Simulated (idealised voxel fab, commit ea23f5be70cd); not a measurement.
The document below concerns the process module designated voxel wiring stack.
Each square cell in cross-section cut measures 5 nm, and the section as a whole is 210 nm wide.
A cross-section is written here as square cells arranged in a grid, and it is given in bands from the top down, each band taking up one or more rows of cells. Band: top height; bottom height; in nm. Then, left to right: material with width in nm, for each material. "all across": a single material spanning edge to edge. "blank": empty space. Where do heights start? At 0: under that level the wafer as delivered is made of one material only. And the lowest band has no floor; it just carries on downward, as in "0 nm and below". With a width like "30->40", each row of cells in the band differs from the next by the same amount, the top row carrying the first number and the bottom row the second. It should be understood that the words "all unchanged", when stated for a given step, signify that the cross-section underwent no change in any of its cells during that step. "Sealed-off cavities" lists enclosed empty spaces (at least 8 cells, no open path upward to the top), each as width x height at distance from the left edge, in nm. Past the settings on a step's line: simulator remark, on that step. A step line may carry the setting "overlay nm", which, for steps involving a mask, states the distance by which the mask lay to the right of its intended position; negative values denote displacement to the left. Everything after this point is organized in pairs: a cross-section before one process step, a cross-section after it that shows only as deep as the lowest changed band, and, under the pair, the intervening step with its settings. Because different runs of this module on the same starting wafer can supply different pairs, a pair continues from the pair above it only if its entry headed "Pre-process state" says so.

[Pre-process state]
    55 nm to 40 nm | blank 35, then resist 30, then blank 25, then resist 30, then blank 25, then resist 30, then blank 35
    40 nm to 15 nm | W all across
    15 nm to 5 nm | SiO2 all across
    5 nm to 0 nm | TiN all across
    0 nm and below | Si all across
    Sealed-off cavities: none

[Cross-Section After Step]
    55 nm to 40 nm | blank 35, then resist 30, then blank 25, then resist 30, then blank 25, then resist 30, then blank 35
    40 nm to 15 nm | blank 35, then W 30, then blank 25, then W 30, then blank 25, then W 30, then blank 35
    Below 15 it's all the same as before, nothing changed down there.
    Sealed-off cavities: none
Which operation lies between the before and after views above? DIRECTIONAL_ETCH | etch materials W | depth nm 25

Pre-process state: The pre-step condition corresponds to the post-step cross-section depicted in the pair directly above.

[Cross-Section After Step]
    40 nm to 15 nm | blank 35, then W 30, then blank 25, then W 30, then blank 25, then W 30, then blank 35
    Below 15 it's all the same as before, nothing changed down there.
    Sealed-off cavities: none
Which operation lies between the before and after views above? STRIP | etch materials resist

Pre-process state: The pre-step condition corresponds to the post-step cross-section depicted in the pair directly above.

[Cross-Section After Step]
    45 nm to 40 nm | lowk all across
    40 nm to 15 nm | lowk 35, then W 30, then lowk 25, then W 30, then lowk 25, then W 30, then lowk 35
    Below 15 it's all the same as before, nothing changed down there.
    Sealed-off cavities: none
Which operation lies between the before and after views above? FILL_DEP | material lowk | thk nm 5

Pre-process state: The pre-step condition corresponds to the post-step cross-section depicted in the pair directly above.

[Cross-Section After Step]
    40 nm to 15 nm | lowk 35, then W 30, then lowk 25, then W 30, then lowk 25, then W 30, then lowk 35
    Below 15 it's all the same as before, nothing changed down there.
    Sealed-off cavities: none
Which operation lies between the before and after views above? CMP | height nm 40

Pre-process state: The pre-step condition corresponds to the post-step cross-section depicted in the pair directly above.

[Cross-Section After Step]
    45 nm to 40 nm | SiCN all across
    Below 40 it's all the same as before, nothing changed down there.
    Sealed-off cavities: none
Which operation lies between the before and after views above? CONFORMAL_DEP | material SiCN | thk nm 5

Pre-process state: The pre-step condition corresponds to the post-step cross-section depicted in the pair directly above.

[Cross-Section After Step]
    55 nm to 45 nm | lowk all across
    Below 45 it's all the same as before, nothing changed down there.
    Sealed-off cavities: none
Which operation lies between the before and after views above? DIRECTIONAL_DEP | material lowk | thk nm 10

Pre-process state: The pre-step condition corresponds to the post-step cross-section depicted in the pair directly above.

[Cross-Section After Step]
    70 nm to 55 nm | aC all across
    Below 55 it's all the same as before, nothing changed down there.
    Sealed-off cavities: none
Which operation lies between the before and after views above? DIRECTIONAL_DEP | material aC | thk nm 15

Pre-process state: The pre-step condition corresponds to the post-step cross-section depicted in the pair directly above.

[Cross-Section After Step]
    100 nm to 70 nm | resist 35, then blank 15, then resist 40, then blank 15, then resist 40, then blank 15, then resist 50
    Below 70 it's all the same as before, nothing changed down there.
    Sealed-off cavities: none
Which operation lies between the before and after views above? PATTERN | tone open | mask id PLUG_1 | material resist | width nm 15 | pitch nm 55 | thk nm 30 | overlay nm 0

Pre-process state: The pre-step condition corresponds to the post-step cross-section depicted in the pair directly above.

[Cross-Section After Step]
    85 nm to 70 nm | resist 35, then blank 15, then resist 40, then blank 15, then resist 40, then blank 15, then resist 50
    70 nm to 55 nm | aC 35, then blank 15, then aC 40, then blank 15, then aC 40, then blank 15, then aC 50
    Below 55 it's all the same as before, nothing changed down there.
    Sealed-off cavities: none
Which operation lies between the before and after views above? DIRECTIONAL_ETCH | etch materials aC | depth nm 15

Pre-process state: The pre-step condition corresponds to the post-step cross-section depicted in the pair directly above.

[Cross-Section After Step]
    70 nm to 55 nm | aC 35, then blank 15, then aC 40, then blank 15, then aC 40, then blank 15, then aC 50
    Below 55 it's all the same as before, nothing changed down there.
    Sealed-off cavities: none
Which operation lies between the before and after views above? STRIP | etch materials resist

Pre-process state: The pre-step condition corresponds to the post-step cross-section depicted in the pair directly above.

[Cross-Section After Step]
    70 nm to 55 nm | aC 35, then blank 15, then aC 40, then blank 15, then aC 40, then blank 15, then aC 50
    55 nm to 45 nm | lowk 35, then blank 15, then lowk 40, then blank 15, then lowk 40, then blank 15, then lowk 50
    Below 45 it's all the same as before, nothing changed down there.
    Sealed-off cavities: none
Which operation lies between the before and after views above? DIRECTIONAL_ETCH | etch materials lowk | depth nm 10

Pre-process state: The pre-step condition corresponds to the post-step cross-section depicted in the pair directly above.

[Cross-Section After Step]
    70 nm to 55 nm | aC 35, then blank 15, then aC 40, then blank 15, then aC 40, then blank 15, then aC 50
    55 nm to 45 nm | lowk 35, then blank 15, then lowk 40, then blank 15, then lowk 40, then blank 15, then lowk 50
    45 nm to 40 nm | SiCN 35, then blank 15, then SiCN 40, then blank 15, then SiCN 40, then blank 15, then SiCN 50
    Below 40 it's all the same as before, nothing changed down there.
    Sealed-off cavities: none
Which operation lies between the before and after views above? DIRECTIONAL_ETCH | etch materials SiCN | depth nm 5

Pre-process state: The pre-step condition corresponds to the post-step cross-section depicted in the pair directly above.

[Cross-Section After Step]
    55 nm to 45 nm | lowk 35, then blank 15, then lowk 40, then blank 15, then lowk 40, then blank 15, then lowk 50
    Below 45 it's all the same as before, nothing changed down there.
    Sealed-off cavities: none
Which operation lies between the before and after views above? STRIP | etch materials aC

Pre-process state: The pre-step condition corresponds to the post-step cross-section depicted in the pair directly above.

[Cross-Section After Step]
    55 nm to 50 nm | lowk 35, then blank 15, then lowk 40, then blank 15, then lowk 40, then blank 15, then lowk 50
    50 nm to 45 nm | lowk 35, then Ru 15, then lowk 40, then Ru 15, then lowk 40, then Ru 15, then lowk 50
    45 nm to 40 nm | SiCN 35, then Ru 15, then SiCN 40, then Ru 15, then SiCN 40, then Ru 15, then SiCN 50
    Below 40 it's all the same as before, nothing changed down there.
    Sealed-off cavities: none
Which operation lies between the before and after views above? EPI | material Ru | thk nm 10

Pre-process state: The pre-step condition corresponds to the post-step cross-section depicted in the pair directly above.

[Cross-Section After Step]
    55 nm to 45 nm | lowk 35, then Ru 15, then lowk 40, then Ru 15, then lowk 40, then Ru 15, then lowk 50
    Below 45 it's all the same as before, nothing changed down there.
    Sealed-off cavities: none
Which operation lies between the before and after views above? EPI | material Ru | thk nm 5

Pre-process state: The pre-step condition corresponds to the post-step cross-section depicted in the pair directly above.

[Cross-Section After Step]
    60 nm to 55 nm | SiCN all across
    Below 55 it's all the same as before, nothing changed down there.
    Sealed-off cavities: none
Which operation lies between the before and after views above? CONFORMAL_DEP | material SiCN | thk nm 5

Pre-process state: The pre-step condition corresponds to the post-step cross-section depicted in the pair directly above.

[Cross-Section After Step]
    85 nm to 60 nm | SiO2 all across
    Below 60 it's all the same as before, nothing changed down there.
    Sealed-off cavities: none
Which operation lies between the before and after views above? DIRECTIONAL_DEP | material SiO2 | thk nm 25

Pre-process state: The pre-step condition corresponds to the post-step cross-section depicted in the pair directly above.

[Cross-Section After Step]
    95 nm to 85 nm | aC all across
    Below 85 it's all the same as before, nothing changed down there.
    Sealed-off cavities: none
Which operation lies between the before and after views above? DIRECTIONAL_DEP | material aC | thk nm 10

Pre-process state: The pre-step condition corresponds to the post-step cross-section depicted in the pair directly above.

[Cross-Section After Step]
    120 nm to 95 nm | resist 35, then blank 30, then resist 25, then blank 30, then resist 25, then blank 30, then resist 35
    Below 95 it's all the same as before, nothing changed down there.
    Sealed-off cavities: none
Which operation lies between the before and after views above? PATTERN | tone open | mask id METAL_2 | material resist | width nm 30 | pitch nm 55 | thk nm 25 | overlay nm 0

Pre-process state: The pre-step condition corresponds to the post-step cross-section depicted in the pair directly above.

[Cross-Section After Step]
    110 nm to 95 nm | resist 35, then blank 30, then resist 25, then blank 30, then resist 25, then blank 30, then resist 35
    95 nm to 85 nm | aC 35, then blank 30, then aC 25, then blank 30, then aC 25, then blank 30, then aC 35
    Below 85 it's all the same as before, nothing changed down there.
    Sealed-off cavities: none
Which operation lies between the before and after views above? DIRECTIONAL_ETCH | etch materials aC | depth nm 10

Pre-process state: The pre-step condition corresponds to the post-step cross-section depicted in the pair directly above.

[Cross-Section After Step]
    95 nm to 85 nm | aC 35, then blank 30, then aC 25, then blank 30, then aC 25, then blank 30, then aC 35
    Below 85 it's all the same as before, nothing changed down there.
    Sealed-off cavities: none
Which operation lies between the before and after views above? STRIP | etch materials resist

Pre-process state: The pre-step condition corresponds to the post-step cross-section depicted in the pair directly above.

[Cross-Section After Step]
    95 nm to 85 nm | aC 35, then blank 30, then aC 25, then blank 30, then aC 25, then blank 30, then aC 35
    85 nm to 60 nm | SiO2 35, then blank 30, then SiO2 25, then blank 30, then SiO2 25, then blank 30, then SiO2 35
    Below 60 it's all the same as before, nothing changed down there.
    Sealed-off cavities: none
Which operation lies between the before and after views above? DIRECTIONAL_ETCH | etch materials SiO2 | depth nm 25

Pre-process state: The pre-step condition corresponds to the post-step cross-section depicted in the pair directly above.

[Cross-Section After Step]
    95 nm to 85 nm | aC 35, then blank 30, then aC 25, then blank 30, then aC 25, then blank 30, then aC 35
    85 nm to 60 nm | SiO2 35, then blank 30, then SiO2 25, then blank 30, then SiO2 25, then blank 30, then SiO2 35
    60 nm to 55 nm | SiCN 35, then blank 30, then SiCN 25, then blank 30, then SiCN 25, then blank 30, then SiCN 35
    Below 55 it's all the same as before, nothing changed down there.
    Sealed-off cavities: none
Which operation lies between the before and after views above? DIRECTIONAL_ETCH | etch materials SiCN | depth nm 5

Pre-process state: The pre-step condition corresponds to the post-step cross-section depicted in the pair directly above.

[Cross-Section After Step]
    85 nm to 60 nm | SiO2 35, then blank 30, then SiO2 25, then blank 30, then SiO2 25, then blank 30, then SiO2 35
    Below 60 it's all the same as before, nothing changed down there.
    Sealed-off cavities: none
Which operation lies between the before and after views above? STRIP | etch materials aC

Pre-process state: The pre-step condition corresponds to the post-step cross-section depicted in the pair directly above.

[Cross-Section After Step]
    90 nm to 85 nm | TiN 40, then blank 20, then TiN 35, then blank 20, then TiN 35, then blank 20, then TiN 40
    85 nm to 60 nm | SiO2 35, then TiN 5, then blank 20, then TiN 5, then SiO2 25, then TiN 5, then blank 20, then TiN 5, then SiO2 25, then TiN 5, then blank 20, then TiN 5, then SiO2 35
    60 nm to 55 nm | SiCN 35, then TiN 30, then SiCN 25, then TiN 30, then SiCN 25, then TiN 30, then SiCN 35
    Below 55 it's all the same as before, nothing changed down there.
    Sealed-off cavities: none
Which operation lies between the before and after views above? CONFORMAL_DEP | material TiN | thk nm 5

Pre-process state: The pre-step condition corresponds to the post-step cross-section depicted in the pair directly above.

[Cross-Section After Step]
    95 nm to 90 nm | W all across
    90 nm to 85 nm | TiN 40, then W 20, then TiN 35, then W 20, then TiN 35, then W 20, then TiN 40
    85 nm to 60 nm | SiO2 35, then TiN 5, then W 20, then TiN 5, then SiO2 25, then TiN 5, then W 20, then TiN 5, then SiO2 25, then TiN 5, then W 20, then TiN 5, then SiO2 35
    Below 60 it's all the same as before, nothing changed down there.
    Sealed-off cavities: none
Which operation lies between the before and after views above? FILL_DEP | material W | thk nm 5

Pre-process state: The pre-step condition corresponds to the post-step cross-section depicted in the pair directly above.

[Cross-Section After Step]
    85 nm to 60 nm | SiO2 35, then TiN 5, then W 20, then TiN 5, then SiO2 25, then TiN 5, then W 20, then TiN 5, then SiO2 25, then TiN 5, then W 20, then TiN 5, then SiO2 35
    Below 60 it's all the same as before, nothing changed down there.
    Sealed-off cavities: none
Which operation lies between the before and after views above? CMP | height nm 85

Pre-process state: The pre-step condition corresponds to the post-step cross-section depicted in the pair directly above.

[Cross-Section After Step]
    90 nm to 85 nm | SiN all across
    Below 85 it's all the same as before, nothing changed down there.
    Sealed-off cavities: none
Which operation lies between the before and after views above? CONFORMAL_DEP | material SiN | thk nm 5

[Pre-process state]
    45 nm to 40 nm | lowk all across
    40 nm to 15 nm | lowk 35, then W 30, then lowk 25, then W 30, then lowk 25, then W 30, then lowk 35
    15 nm to 10 nm | lowk 35, then TiN 30, then lowk 25, then TiN 30, then lowk 25, then TiN 30, then lowk 35
    10 nm to 0 nm | SiO2 all across
    0 nm and below | Si all across
    Sealed-off cavities: none

[Cross-Section After Step]
    35 nm to 15 nm | lowk 35, then W 30, then lowk 25, then W 30, then lowk 25, then W 30, then lowk 35
    Below 15 it's all the same as before, nothing changed down there.
    Sealed-off cavities: none
Which operation lies between the before and after views above? CMP | height nm 35

Pre-process state: The pre-step condition corresponds to the post-step cross-section depicted in the pair directly above.

[Cross-Section After Step]
    40 nm to 35 nm | SiCN all across
    Below 35 it's all the same as before, nothing changed down there.
    Sealed-off cavities: none
Which operation lies between the before and after views above? CONFORMAL_DEP | material SiCN | thk nm 5

Pre-process state: The pre-step condition corresponds to the post-step cross-section depicted in the pair directly above.

[Cross-Section After Step]
    50 nm to 40 nm | lowk all across
    Below 40 it's all the same as before, nothing changed down there.
    Sealed-off cavities: none
Which operation lies between the before and after views above? DIRECTIONAL_DEP | material lowk | thk nm 10

Pre-process state: The pre-step condition corresponds to the post-step cross-section depicted in the pair directly above.

[Cross-Section After Step]
    65 nm to 50 nm | aC all across
    Below 50 it's all the same as before, nothing changed down there.
    Sealed-off cavities: none
Which operation lies between the before and after views above? DIRECTIONAL_DEP | material aC | thk nm 15

Pre-process state: The pre-step condition corresponds to the post-step cross-section depicted in the pair directly above.

[Cross-Section After Step]
    95 nm to 65 nm | resist 35, then blank 15, then resist 40, then blank 15, then resist 40, then blank 15, then resist 50
    Below 65 it's all the same as before, nothing changed down there.
    Sealed-off cavities: none
Which operation lies between the before and after views above? PATTERN | tone open | mask id PLUG_1 | material resist | width nm 15 | pitch nm 55 | thk nm 30 | overlay nm 0

Pre-process state: The pre-step condition corresponds to the post-step cross-section depicted in the pair directly above.

[Cross-Section After Step]
    80 nm to 65 nm | resist 35, then blank 15, then resist 40, then blank 15, then resist 40, then blank 15, then resist 50
    65 nm to 50 nm | aC 35, then blank 15, then aC 40, then blank 15, then aC 40, then blank 15, then aC 50
    Below 50 it's all the same as before, nothing changed down there.
    Sealed-off cavities: none
Which operation lies between the before and after views above? DIRECTIONAL_ETCH | etch materials aC | depth nm 15

Pre-process state: The pre-step condition corresponds to the post-step cross-section depicted in the pair directly above.

[Cross-Section After Step]
    65 nm to 50 nm | aC 35, then blank 15, then aC 40, then blank 15, then aC 40, then blank 15, then aC 50
    Below 50 it's all the same as before, nothing changed down there.
    Sealed-off cavities: none
Which operation lies between the before and after views above? STRIP | etch materials resist

Pre-process state: The pre-step condition corresponds to the post-step cross-section depicted in the pair directly above.

[Cross-Section After Step]
    65 nm to 50 nm | aC 35, then blank 15, then aC 40, then blank 15, then aC 40, then blank 15, then aC 50
    50 nm to 40 nm | lowk 35, then blank 15, then lowk 40, then blank 15, then lowk 40, then blank 15, then lowk 50
    Below 40 it's all the same as before, nothing changed down there.
    Sealed-off cavities: none
Which operation lies between the before and after views above? DIRECTIONAL_ETCH | etch materials lowk | depth nm 10

Pre-process state: The pre-step condition corresponds to the post-step cross-section depicted in the pair directly above.

[Cross-Section After Step]
    65 nm to 50 nm | aC 35, then blank 15, then aC 40, then blank 15, then aC 40, then blank 15, then aC 50
    50 nm to 40 nm | lowk 35, then blank 15, then lowk 40, then blank 15, then lowk 40, then blank 15, then lowk 50
    40 nm to 35 nm | SiCN 35, then blank 15, then SiCN 40, then blank 15, then SiCN 40, then blank 15, then SiCN 50
    Below 35 it's all the same as before, nothing changed down there.
    Sealed-off cavities: none
Which operation lies between the before and after views above? DIRECTIONAL_ETCH | etch materials SiCN | depth nm 5

Pre-process state: The pre-step condition corresponds to the post-step cross-section depicted in the pair directly above.

[Cross-Section After Step]
    50 nm to 40 nm | lowk 35, then blank 15, then lowk 40, then blank 15, then lowk 40, then blank 15, then lowk 50
    Below 40 it's all the same as before, nothing changed down there.
    Sealed-off cavities: none
Which operation lies between the before and after views above? STRIP | etch materials aC

Pre-process state: The pre-step condition corresponds to the post-step cross-section depicted in the pair directly above.

[Cross-Section After Step]
    50 nm to 45 nm | lowk 35, then blank 15, then lowk 40, then blank 15, then lowk 40, then blank 15, then lowk 50
    45 nm to 40 nm | lowk 35, then Ru 15, then lowk 40, then Ru 15, then lowk 40, then Ru 15, then lowk 50
    40 nm to 35 nm | SiCN 35, then Ru 15, then SiCN 40, then Ru 15, then SiCN 40, then Ru 15, then SiCN 50
    Below 35 it's all the same as before, nothing changed down there.
    Sealed-off cavities: none
Which operation lies between the before and after views above? EPI | material Ru | thk nm 10

Pre-process state: The pre-step condition corresponds to the post-step cross-section depicted in the pair directly above.

[Cross-Section After Step]
    50 nm to 40 nm | lowk 35, then Ru 15, then lowk 40, then Ru 15, then lowk 40, then Ru 15, then lowk 50
    Below 40 it's all the same as before, nothing changed down there.
    Sealed-off cavities: none
Which operation lies between the before and after views above? EPI | material Ru | thk nm 5

Pre-process state: The pre-step condition corresponds to the post-step cross-section depicted in the pair directly above.

[Cross-Section After Step]
    55 nm to 50 nm | SiCN all across
    Below 50 it's all the same as before, nothing changed down there.
    Sealed-off cavities: none
Which operation lies between the before and after views above? CONFORMAL_DEP | material SiCN | thk nm 5

Pre-process state: The pre-step condition corresponds to the post-step cross-section depicted in the pair directly above.

[Cross-Section After Step]
    80 nm to 55 nm | SiO2 all across
    Below 55 it's all the same as before, nothing changed down there.
    Sealed-off cavities: none
Which operation lies between the before and after views above? DIRECTIONAL_DEP | material SiO2 | thk nm 25

Pre-process state: The pre-step condition corresponds to the post-step cross-section depicted in the pair directly above.

[Cross-Section After Step]
    90 nm to 80 nm | aC all across
    Below 80 it's all the same as before, nothing changed down there.
    Sealed-off cavities: none
Which operation lies between the before and after views above? DIRECTIONAL_DEP | material aC | thk nm 10

Pre-process state: The pre-step condition corresponds to the post-step cross-section depicted in the pair directly above.

[Cross-Section After Step]
    115 nm to 90 nm | resist 35, then blank 30, then resist 25, then blank 30, then resist 25, then blank 30, then resist 35
    Below 90 it's all the same as before, nothing changed down there.
    Sealed-off cavities: none
Which operation lies between the before and after views above? PATTERN | tone open | mask id METAL_2 | material resist | width nm 30 | pitch nm 55 | thk nm 25 | overlay nm 0

Pre-process state: The pre-step condition corresponds to the post-step cross-section depicted in the pair directly above.

[Cross-Section After Step]
    105 nm to 90 nm | resist 35, then blank 30, then resist 25, then blank 30, then resist 25, then blank 30, then resist 35
    90 nm to 80 nm | aC 35, then blank 30, then aC 25, then blank 30, then aC 25, then blank 30, then aC 35
    Below 80 it's all the same as before, nothing changed down there.
    Sealed-off cavities: none
Which operation lies between the before and after views above? DIRECTIONAL_ETCH | etch materials aC | depth nm 10

Pre-process state: The pre-step condition corresponds to the post-step cross-section depicted in the pair directly above.

[Cross-Section After Step]
    90 nm to 80 nm | aC 35, then blank 30, then aC 25, then blank 30, then aC 25, then blank 30, then aC 35
    Below 80 it's all the same as before, nothing changed down there.
    Sealed-off cavities: none
Which operation lies between the before and after views above? STRIP | etch materials resist

Pre-process state: The pre-step condition corresponds to the post-step cross-section depicted in the pair directly above.

[Cross-Section After Step]
    90 nm to 80 nm | aC 35, then blank 30, then aC 25, then blank 30, then aC 25, then blank 30, then aC 35
    80 nm to 55 nm | SiO2 35, then blank 30, then SiO2 25, then blank 30, then SiO2 25, then blank 30, then SiO2 35
    Below 55 it's all the same as before, nothing changed down there.
    Sealed-off cavities: none
Which operation lies between the before and after views above? DIRECTIONAL_ETCH | etch materials SiO2 | depth nm 25

Pre-process state: The pre-step condition corresponds to the post-step cross-section depicted in the pair directly above.

[Cross-Section After Step]
    90 nm to 80 nm | aC 35, then blank 30, then aC 25, then blank 30, then aC 25, then blank 30, then aC 35
    80 nm to 55 nm | SiO2 35, then blank 30, then SiO2 25, then blank 30, then SiO2 25, then blank 30, then SiO2 35
    55 nm to 50 nm | SiCN 35, then blank 30, then SiCN 25, then blank 30, then SiCN 25, then blank 30, then SiCN 35
    Below 50 it's all the same as before, nothing changed down there.
    Sealed-off cavities: none
Which operation lies between the before and after views above? DIRECTIONAL_ETCH | etch materials SiCN | depth nm 5

Pre-process state: The pre-step condition corresponds to the post-step cross-section depicted in the pair directly above.

[Cross-Section After Step]
    80 nm to 55 nm | SiO2 35, then blank 30, then SiO2 25, then blank 30, then SiO2 25, then blank 30, then SiO2 35
    Below 55 it's all the same as before, nothing changed down there.
    Sealed-off cavities: none
Which operation lies between the before and after views above? STRIP | etch materials aC

Pre-process state: The pre-step condition corresponds to the post-step cross-section depicted in the pair directly above.

[Cross-Section After Step]
    85 nm to 80 nm | TiN 40, then blank 20, then TiN 35, then blank 20, then TiN 35, then blank 20, then TiN 40
    80 nm to 55 nm | SiO2 35, then TiN 5, then blank 20, then TiN 5, then SiO2 25, then TiN 5, then blank 20, then TiN 5, then SiO2 25, then TiN 5, then blank 20, then TiN 5, then SiO2 35
    55 nm to 50 nm | SiCN 35, then TiN 30, then SiCN 25, then TiN 30, then SiCN 25, then TiN 30, then SiCN 35
    Below 50 it's all the same as before, nothing changed down there.
    Sealed-off cavities: none
Which operation lies between the before and after views above? CONFORMAL_DEP | material TiN | thk nm 5

Pre-process state: The pre-step condition corresponds to the post-step cross-section depicted in the pair directly above.

[Cross-Section After Step]
    90 nm to 85 nm | W all across
    85 nm to 80 nm | TiN 40, then W 20, then TiN 35, then W 20, then TiN 35, then W 20, then TiN 40
    80 nm to 55 nm | SiO2 35, then TiN 5, then W 20, then TiN 5, then SiO2 25, then TiN 5, then W 20, then TiN 5, then SiO2 25, then TiN 5, then W 20, then TiN 5, then SiO2 35
    Below 55 it's all the same as before, nothing changed down there.
    Sealed-off cavities: none
Which operation lies between the before and after views above? FILL_DEP | material W | thk nm 5

Pre-process state: The pre-step condition corresponds to the post-step cross-section depicted in the pair directly above.

[Cross-Section After Step]
    85 nm to 80 nm | TiN 40, then W 20, then TiN 35, then W 20, then TiN 35, then W 20, then TiN 40
    Below 80 it's all the same as before, nothing changed down there.
    Sealed-off cavities: none
Which operation lies between the before and after views above? CMP | height nm 85

Pre-process state: The pre-step condition corresponds to the post-step cross-section depicted in the pair directly above.

[Cross-Section After Step]
    90 nm to 85 nm | SiN all across
    Below 85 it's all the same as before, nothing changed down there.
    Sealed-off cavities: none
Which operation lies between the before and after views above? CONFORMAL_DEP | material SiN | thk nm 5

[Pre-process state]
    40 nm to 15 nm | W all across
    15 nm to 10 nm | TiN all across
    10 nm to 0 nm | SiO2 all across
    0 nm and below | Si all across
    Sealed-off cavities: none

[Cross-Section After Step]
    55 nm to 40 nm | blank 30, then resist 40, then blank 15, then resist 40, then blank 15, then resist 40, then blank 30
    Below 40 it's all the same as before, nothing changed down there.
    Sealed-off cavities: none
Which operation lies between the before and after views above? PATTERN | tone cover | mask id METAL_1 | material resist | width nm 40 | pitch nm 55 | thk nm 15 | overlay nm 0

Pre-process state: The pre-step condition corresponds to the post-step cross-section depicted in the pair directly above.

[Cross-Section After Step]
    55 nm to 40 nm | blank 30, then resist 40, then blank 15, then resist 40, then blank 15, then resist 40, then blank 30
    40 nm to 15 nm | blank 30, then W 40, then blank 15, then W 40, then blank 15, then W 40, then blank 30
    Below 15 it's all the same as before, nothing changed down there.
    Sealed-off cavities: none
Which operation lies between the before and after views above? DIRECTIONAL_ETCH | etch materials W | depth nm 25

Pre-process state: The pre-step condition corresponds to the post-step cross-section depicted in the pair directly above.

[Cross-Section After Step]
    55 nm to 40 nm | blank 30, then resist 40, then blank 15, then resist 40, then blank 15, then resist 40, then blank 30
    40 nm to 15 nm | blank 30, then W 40, then blank 15, then W 40, then blank 15, then W 40, then blank 30
    15 nm to 10 nm | blank 30, then TiN 40, then blank 15, then TiN 40, then blank 15, then TiN 40, then blank 30
    Below 10 it's all the same as before, nothing changed down there.
    Sealed-off cavities: none
Which operation lies between the before and after views above? DIRECTIONAL_ETCH | etch materials TiN | depth nm 5

Pre-process state: The pre-step condition corresponds to the post-step cross-section depicted in the pair directly above.

[Cross-Section After Step]
    40 nm to 15 nm | blank 30, then W 40, then blank 15, then W 40, then blank 15, then W 40, then blank 30
    Below 15 it's all the same as before, nothing changed down there.
    Sealed-off cavities: none
Which operation lies between the before and after views above? STRIP | etch materials resist

Pre-process state: The pre-step condition corresponds to the post-step cross-section depicted in the pair directly above.

[Cross-Section After Step]
    45 nm to 40 nm | lowk all across
    40 nm to 15 nm | lowk 30, then W 40, then lowk 15, then W 40, then lowk 15, then W 40, then lowk 30
    15 nm to 10 nm | lowk 30, then TiN 40, then lowk 15, then TiN 40, then lowk 15, then TiN 40, then lowk 30
    Below 10 it's all the same as before, nothing changed down there.
    Sealed-off cavities: none
Which operation lies between the before and after views above? FILL_DEP | material lowk | thk nm 5

Pre-process state: The pre-step condition corresponds to the post-step cross-section depicted in the pair directly above.

[Cross-Section After Step]
    40 nm to 15 nm | lowk 30, then W 40, then lowk 15, then W 40, then lowk 15, then W 40, then lowk 30
    Below 15 it's all the same as before, nothing changed down there.
    Sealed-off cavities: none
Which operation lies between the before and after views above? CMP | height nm 40

Pre-process state: The pre-step condition corresponds to the post-step cross-section depicted in the pair directly above.

[Cross-Section After Step]
    45 nm to 40 nm | SiCN all across
    Below 40 it's all the same as before, nothing changed down there.
    Sealed-off cavities: none
Which operation lies between the before and after views above? CONFORMAL_DEP | material SiCN | thk nm 5

Pre-process state: The pre-step condition corresponds to the post-step cross-section depicted in the pair directly above.

[Cross-Section After Step]
    55 nm to 45 nm | lowk all across
    Below 45 it's all the same as before, nothing changed down there.
    Sealed-off cavities: none
Which operation lies between the before and after views above? DIRECTIONAL_DEP | material lowk | thk nm 10

Pre-process state: The pre-step condition corresponds to the post-step cross-section depicted in the pair directly above.

[Cross-Section After Step]
    70 nm to 55 nm | aC all across
    Below 55 it's all the same as before, nothing changed down there.
    Sealed-off cavities: none
Which operation lies between the before and after views above? DIRECTIONAL_DEP | material aC | thk nm 15

Pre-process state: The pre-step condition corresponds to the post-step cross-section depicted in the pair directly above.

[Cross-Section After Step]
    100 nm to 70 nm | resist 35, then blank 15, then resist 40, then blank 15, then resist 40, then blank 15, then resist 50
    Below 70 it's all the same as before, nothing changed down there.
    Sealed-off cavities: none
Which operation lies between the before and after views above? PATTERN | tone open | mask id PLUG_1 | material resist | width nm 15 | pitch nm 55 | thk nm 30 | overlay nm 0

Pre-process state: The pre-step condition corresponds to the post-step cross-section depicted in the pair directly above.

[Cross-Section After Step]
    85 nm to 70 nm | resist 35, then blank 15, then resist 40, then blank 15, then resist 40, then blank 15, then resist 50
    70 nm to 55 nm | aC 35, then blank 15, then aC 40, then blank 15, then aC 40, then blank 15, then aC 50
    Below 55 it's all the same as before, nothing changed down there.
    Sealed-off cavities: none
Which operation lies between the before and after views above? DIRECTIONAL_ETCH | etch materials aC | depth nm 15

Pre-process state: The pre-step condition corresponds to the post-step cross-section depicted in the pair directly above.

[Cross-Section After Step]
    70 nm to 55 nm | aC 35, then blank 15, then aC 40, then blank 15, then aC 40, then blank 15, then aC 50
    Below 55 it's all the same as before, nothing changed down there.
    Sealed-off cavities: none
Which operation lies between the before and after views above? STRIP | etch materials resist

Pre-process state: The pre-step condition corresponds to the post-step cross-section depicted in the pair directly above.

[Cross-Section After Step]
    70 nm to 55 nm | aC 35, then blank 15, then aC 40, then blank 15, then aC 40, then blank 15, then aC 50
    55 nm to 45 nm | lowk 35, then blank 15, then lowk 40, then blank 15, then lowk 40, then blank 15, then lowk 50
    Below 45 it's all the same as before, nothing changed down there.
    Sealed-off cavities: none
Which operation lies between the before and after views above? DIRECTIONAL_ETCH | etch materials lowk | depth nm 10

Pre-process state: The pre-step condition corresponds to the post-step cross-section depicted in the pair directly above.

[Cross-Section After Step]
    70 nm to 55 nm | aC 35, then blank 15, then aC 40, then blank 15, then aC 40, then blank 15, then aC 50
    55 nm to 45 nm | lowk 35, then blank 15, then lowk 40, then blank 15, then lowk 40, then blank 15, then lowk 50
    45 nm to 40 nm | SiCN 35, then blank 15, then SiCN 40, then blank 15, then SiCN 40, then blank 15, then SiCN 50
    Below 40 it's all the same as before, nothing changed down there.
    Sealed-off cavities: none
Which operation lies between the before and after views above? DIRECTIONAL_ETCH | etch materials SiCN | depth nm 5

Pre-process state: The pre-step condition corresponds to the post-step cross-section depicted in the pair directly above.

[Cross-Section After Step]
    55 nm to 45 nm | lowk 35, then blank 15, then lowk 40, then blank 15, then lowk 40, then blank 15, then lowk 50
    Below 45 it's all the same as before, nothing changed down there.
    Sealed-off cavities: none
Which operation lies between the before and after views above? STRIP | etch materials aC

Pre-process state: The pre-step condition corresponds to the post-step cross-section depicted in the pair directly above.

[Cross-Section After Step]
    55 nm to 50 nm | lowk 35, then blank 15, then lowk 40, then blank 15, then lowk 40, then blank 15, then lowk 50
    50 nm to 45 nm | lowk 35, then Ru 15, then lowk 40, then Ru 15, then lowk 40, then Ru 15, then lowk 50
    45 nm to 40 nm | SiCN 35, then Ru 15, then SiCN 40, then Ru 15, then SiCN 40, then Ru 15, then SiCN 50
    Below 40 it's all the same as before, nothing changed down there.
    Sealed-off cavities: none
Which operation lies between the before and after views above? EPI | material Ru | thk nm 10
